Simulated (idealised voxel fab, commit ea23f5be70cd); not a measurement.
A process module follows: voxel local oxidation.
The cross-section on display is named cut; it measures 225 nm wide, and its cells are 5 nm squares.
Cross-section spec: square-cell grid; bands listed top down; each band is one or more rows.
Band: top height; bottom height; in nm. Then, left to right: material with width in nm, for each material. "throughout": a single material spanning edge to edge. "empty": empty space.
Height 0 is the level under which the wafer as received is all one material. The lowest band goes on downwards, as in "0 nm and below".
It should be noted that a width expressed as "30 to 40" varies in equal increments from row to row of cells within the band, taking the value of the first number at the top row and that of the second number at the bottom row.
No cell of the cross-section changed in a step that is given as "nothing was modified".
If an empty space has no open way to the top and is at least 8 cells in size, "Enclosed empty spaces" lists it, written width x height at distance, where distance is measured from the left edge and every value is in nm.
Formally, on a step line, whatever follows the settings is a remark that the simulator itself makes on the step.
A step line may carry the setting "overlay nm", which, for steps involving a mask, states the distance by which the mask lay to the right of its intended position; negative values denote displacement to the left.

# The following list gives the planned process steps
1) RECEIVE with material Si
2) OXIDIZE with depth nm 5
3) CONFORMAL_DEP with material SiN, thk nm 15
4) MASKED_ETCH with tone cover, mask id ACTIVE, width nm 95, etch materials SiN, depth nm 15, overlay nm 0
5) SELECTIVE_ETCH with etch materials SiO2, depth nm 5
6) OXIDIZE with depth nm 5
7) STRIP with etch materials SiN
What sets these wafers apart? The depth nm at step 6. They all start alike, and the plan carries the first wafer's value.

# So this is the first of several wafers, cross-sectioned as it came to us, meaning it's at the end of step 1
> 0 nm and below: Si throughout
> Enclosed empty spaces: none

# The following table contains a row per wafer, in which are reported, at the conclusion of the module, the cells of each material gained (+) or lost (-) since the wafer's receipt, with its closed voids given thereafter
depth nm 5 | -75 Si | +47 SiO2 | Enclosed empty spaces: none
depth nm 10 | -109 Si | +81 SiO2 | Enclosed empty spaces: none
depth nm 15 | -147 Si | +119 SiO2 | Enclosed empty spaces: none
depth nm 20 | -189 Si | +161 SiO2 | Enclosed empty spaces: none
depth nm 25 | -235 Si | +207 SiO2 | Enclosed empty spaces: none
depth nm 30 | -285 Si | +257 SiO2 | Enclosed empty spaces: none
